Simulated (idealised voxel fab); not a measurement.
process module | voxel double patterning
cross-section cut | 225 nm wide | cells 5 nm
A cross-section is a grid of square cells, given in bands from the top down. A band is one or more rows of cells.
Each band's line starts with the height of the band's top and of its bottom, in nm. Then come its materials from left to right, each with its width in nm. One material with "throughout" fills the band from edge to edge. "air" is empty space.
Height 0 is the level under which the wafer as received is all one material. The lowest band goes on downwards, as in "0 down".
A width such as "30 to 40" changes by the same amount from each row of cells to the next, from the band's top row to its bottom row.
"no change" after a step means that no cell of the cross-section changed.
closed voids: empty space of 8 cells or more with no open way to the top, each as width x height at its distance from the left edge, in nm
after a step's settings: what the simulator itself notes on the step
overlay nm, on a step with a mask: how far to the right of its planned place the mask lay; to the left if negative
plan
1 op RECEIVE | material Si
2 op CONFORMAL_DEP | material SiO2 | thk nm 5
3 op DIRECTIONAL_DEP | material W | thk nm 20
4 op DIRECTIONAL_DEP | material SiCN | thk nm 10
5 op DIRECTIONAL_DEP | material aC | thk nm 15
6 op PATTERN | tone open | mask id FIRST | material resist | width nm 15 | pitch nm 50 | thk nm 35 | overlay nm 0
7 op DIRECTIONAL_ETCH | etch materials aC | depth nm 15
8 op STRIP | etch materials resist
9 op DIRECTIONAL_ETCH | etch materials SiCN | depth nm 10
10 op STRIP | etch materials aC
11 op DIRECTIONAL_DEP | material aC | thk nm 10
12 op PATTERN | tone open | mask id SECOND | material resist | width nm 15 | thk nm 25 | overlay nm 0
13 op DIRECTIONAL_ETCH | etch materials aC | depth nm 10
14 op STRIP | etch materials resist
15 op DIRECTIONAL_ETCH | etch materials SiCN | depth nm 10
16 op STRIP | etch materials aC
17 op DIRECTIONAL_ETCH | etch materials W | depth nm 20
18 op STRIP | etch materials SiCN
as received, after step 1
  0 down: Si throughout
  closed voids: none
first wafer at the end, as planned
  25 to 5: W 80 | air 15 | W 10 | air 15 | W 10 | air 15 | W 80
  5 to 0: SiO2 throughout
  0 down: Si throughout
  closed voids: none
second wafer at the end: like start, like plan, one mistake
  25 to 20: SiO2 throughout
  20 to 0: W throughout
  0 down: Si throughout
  closed voids: none
what went wrong: steps 2 and 3 were swapped
at the end the second wafer has, in cells: 36 more of W
